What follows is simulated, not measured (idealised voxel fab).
process module | voxel fin reveal
cross-section cut | 220 nm wide | cells 5 nm
A cross-section is a grid of square cells, given in bands from the top down. A band is one or more rows of cells.
Each band's line starts with the height of the band's top and of its bottom, in nm. Then come its materials from left to right, each with its width in nm. One material with "throughout" fills the band from edge to edge. "air" is empty space.
Height 0 is the level under which the wafer as received is all one material. The lowest band goes on downwards, as in "0 down".
A width such as "30 to 40" changes by the same amount from each row of cells to the next, from the band's top row to its bottom row.
"no change" after a step means that no cell of the cross-section changed.
closed voids: empty space of 8 cells or more with no open way to the top, each as width x height at its distance from the left edge, in nm
after a step's settings: what the simulator itself notes on the step
overlay nm, on a step with a mask: how far to the right of its planned place the mask lay; to the left if negative
plan
1 op RECEIVE | material Si
2 op CONFORMAL_DEP | material SiN | thk nm 10
3 op MASKED_ETCH | tone cover | mask id FINS | width nm 15 | pitch nm 40 | etch materials SiN | depth nm 10 | overlay nm 0
4 op MASKED_ETCH | tone cover | mask id FINS | width nm 15 | pitch nm 40 | etch materials Si | depth nm 40 | overlay nm 0
5 op OXIDIZE | depth nm 5
6 op FILL_DEP | material SiO2 | thk nm 5
7 op CMP | height nm 10
8 op SELECTIVE_ETCH | etch materials SiO2 | depth nm 40
9 op STRIP | etch materials SiN
varied across the wafers: width nm of step 3. The plan shows the first wafer's value. All wafers start alike
first wafer as received, after step 1
  0 down: Si throughout
  closed voids: none
first wafer at the end, after step 9
  0 to -30: air 45 | Si 5 | air 35 | Si 5 | air 35 | Si 5 | air 35 | Si 5 | air 50
  -30 to -45: SiO2 45 | Si 5 | SiO2 35 | Si 5 | SiO2 35 | Si 5 | SiO2 35 | Si 5 | SiO2 50
  -45 down: Si throughout
  closed voids: none
last wafer at the end
  0 to -30: air 40 | Si 15 | air 25 | Si 15 | air 25 | Si 15 | air 25 | Si 15 | air 45
  -30 to -45: SiO2 40 | Si 15 | SiO2 25 | Si 15 | SiO2 25 | Si 15 | SiO2 25 | Si 15 | SiO2 45
  -45 down: Si throughout
  closed voids: none
each wafer at the end: cells of each material gained (+) or lost (-) since it was received, then its closed voids
width nm 15 | -360 Si | +120 SiO2 | closed voids: none
width nm 20 | -324 Si | +108 SiO2 | closed voids: none
width nm 25 | -288 Si | +96 SiO2 | closed voids: none
